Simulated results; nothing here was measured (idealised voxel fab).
The following is a process module called voxel released beams.
Cross-section cut spans 290 nm and uses square cells 5 nm in size.
Bands, listed from the top down, are how a cross-section gets written in this document; the cross-section itself is a grid of square cells, and a band is one or more rows of them.
The entry gives the band's vertical extent as a top height and a bottom height in nm, then its horizontal make-up as materials from left to right, each with a width in nm. "blank" stands for empty space; a single material marked "throughout" fills the band edge to edge.
Ref level 0: as-received wafer is one material below here. Bottom band extends down with no lower bound ("0 down").
A two-number width, for instance "30->40", indicates that the width is equal to the first number in the top row of the band and to the second number in the bottom row, and that it changes by a constant amount per row of cells.
Given "same as before" for a step, no cell of the cross-section differs between before and after that step.
Heads up: "Enclosed void catalog" only lists the empty pockets with no open path to the top that are 8 cells or more, and it writes them as width x height at distance, distance from the left edge, in nm.
Whatever follows a step's settings on its line is a remark the simulator itself makes about that step.
overlay nm: right-of-plan distance of the mask on a masked step; negative values mean left-of-plan.

THESE ARE THE STEPS WE PLANNED FOR THE PROCESS
1,RECEIVE | material Si
2,CONFORMAL_DEP | material Al2O3 | thk nm 5
3,DIRECTIONAL_DEP | material SiO2 | thk nm 10
4,PATTERN | tone open | mask id ANCHOR | material resist | width nm 35 | thk nm 20 | overlay nm 0
5,DIRECTIONAL_ETCH | etch materials SiO2 | depth nm 10
6,STRIP | etch materials resist
7,CONFORMAL_DEP | material SiN | thk nm 10
8,PATTERN | tone cover | mask id BEAM | material resist | width nm 90 | thk nm 20 | overlay nm 0
9,DIRECTIONAL_ETCH | etch materials SiN | depth nm 10
10,STRIP | etch materials resist
11,STRIP | etch materials SiO2

HERE'S WHAT THE WAFER LOOKED LIKE IN CROSS-SECTION WHEN IT ARRIVED - THAT'S AFTER STEP 1
  0 down: Si throughout
  Enclosed void catalog: none

CROSS-SECTION TAKEN AT MODULE COMPLETION ON THE FIRST OF TWO WAFERS; PROCESSED PER THE PLAN
  25 to 15: blank=95, then SiN=15, then blank=15, then SiN=60, then blank=105
  15 to 5: blank=100, then SiN=35, then blank=155
  5 to 0: Al2O3 throughout
  0 down: Si throughout
  Enclosed void catalog: none

THE SECOND WAFER, SHOWN IN CROSS-SECTION AFTER THE MODULE: STARTED THE SAME WAY AS THE FIRST AND GIVEN THE SAME PLAN, YET ONE MISTAKE CREPT INTO HOW IT WAS RUN
  25 to 20: blank=95, then SiN=15, then blank=15, then SiN=60, then blank=105
  20 to 15: SiN=110, then blank=15, then SiN=165
  15 to 5: SiO2=100, then SiN=35, then SiO2=155
  5 to 0: Al2O3 throughout
  0 down: Si throughout
  Enclosed void catalog: none
Nonconformance to the process plan: for step 9, the planned setting was not used; the step was instead run as DIRECTIONAL_ETCH | etch materials SiN | depth nm 5
Wrapping up, a cell-based count of both wafers puts the second over or under the first for these materials: SiN +40 | SiO2 +102
